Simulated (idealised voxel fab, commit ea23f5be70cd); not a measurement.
Presented below is a process module, voxel air gaps.
Square cells of 5 nm make up the cross-section cut, whose width is 270 nm.
Think of the cross-section as a grid of square cells. We describe it in bands, top to bottom, and each band covers one or more rows of those cells.
Each band's line starts with the height of the band's top and of its bottom, in nm. Then come its materials from left to right, each with its width in nm. One material with "throughout" fills the band from edge to edge. "empty" is empty space.
Below 0: as-received wafer, all one material; heights counted from there. Lowest band: no bottom, goes on down, written "z 0 and below".
The two numbers in a width such as "30 to 40" mark its ends across the band: the first belongs to the top row of cells, the second to the bottom row, and from each row to the next the width moves by the same amount.
Where a step carries "changes: none", the cross-section came out of it unchanged, cell for cell.
Listed in "Trapped voids": every empty space of 8 or more cells without an open way to the top. Form: width x height at distance, the distance being from the left edge, all in nm.
Text after the settings on a step's line: the simulator's own remark on that step.
overlay nm: right-of-plan distance of the mask on a masked step; negative values mean left-of-plan.
The following list gives the planned process steps:
1) RECEIVE [material Si]
2) CONFORMAL_DEP [material SiO2] [thk nm 10]
3) CONFORMAL_DEP [material SiN] [thk nm 5]
4) DIRECTIONAL_DEP [material SiO2] [thk nm 35]
5) MASKED_ETCH [tone open] [mask id LINES] [width nm 20] [pitch nm 45] [etch materials SiO2] [depth nm 35] [overlay nm 0]
6) CONFORMAL_DEP [material TiN] [thk nm 5]
7) FILL_DEP [material W] [thk nm 5]
8) CMP [height nm 50]
9) EPI [material Ru] [thk nm 10]
10) SELECTIVE_ETCH [etch materials SiO2] [depth nm 45]
11) CONFORMAL_DEP [material SiCN] [thk nm 5]
So this is the incoming wafer in cross-section - it's already been through step 1:
- z 0 and below  Si throughout
- Trapped voids: none
Cross-sectional view of the first of the two wafers upon completion of the module, processed in accordance with the plan:
- z 65 to 60  empty=40  SiCN=185  empty=45
- z 60 to 50  empty=40  SiCN=5  Ru=40  SiCN=5  Ru=40  SiCN=5  Ru=40  SiCN=5  Ru=40  SiCN=5  empty=45
- z 50 to 45  empty=40  SiCN=15  TiN=5  W=10  TiN=5  SiCN=25  TiN=5  W=10  TiN=5  SiCN=25  TiN=5  W=10  TiN=5  SiCN=25  TiN=5  W=10  TiN=5  SiCN=15  empty=45
- z 45 to 20  empty=50  SiCN=5  TiN=5  W=10  TiN=5  SiCN=5  empty=15  SiCN=5  TiN=5  W=10  TiN=5  SiCN=5  empty=15  SiCN=5  TiN=5  W=10  TiN=5  SiCN=5  empty=15  SiCN=5  TiN=5  W=10  TiN=5  SiCN=5  empty=55
- z 20 to 15  SiCN=55  TiN=20  SiCN=25  TiN=20  SiCN=25  TiN=20  SiCN=25  TiN=20  SiCN=60
- z 15 to 10  SiN throughout
- z 10 to 0  SiO2 throughout
- z 0 and below  Si throughout
- Trapped voids: 15 x 25 at 80; 15 x 25 at 125; 15 x 25 at 170
Cross-section, wafer two of two, end of module: same start and plan as wafer one, one error in execution:
- z 70 to 65  SiCN throughout
- z 65 to 55  Ru throughout
- z 55 to 50  TiN=60  W=10  TiN=35  W=10  TiN=35  W=10  TiN=35  W=10  TiN=65
- z 50 to 20  SiO2=55  TiN=5  W=10  TiN=5  SiO2=25  TiN=5  W=10  TiN=5  SiO2=25  TiN=5  W=10  TiN=5  SiO2=25  TiN=5  W=10  TiN=5  SiO2=60
- z 20 to 15  SiO2=55  TiN=20  SiO2=25  TiN=20  SiO2=25  TiN=20  SiO2=25  TiN=20  SiO2=60
- z 15 to 10  SiN throughout
- z 10 to 0  SiO2 throughout
- z 0 and below  Si throughout
- Trapped voids: none
Misprocessing identified: it should be noted that step 8 was executed with settings other than those planned, the operation and settings actually applied being CMP [height nm 55]
It is noted that, at the conclusion of processing, the second wafer exhibits a higher or lower cell count for certain materials relative to the first: Ru +44, SiCN -92, SiO2 +266, TiN +46, W +8
The closed voids present at the end amount to 3 for the first wafer and 0 for the second wafer.
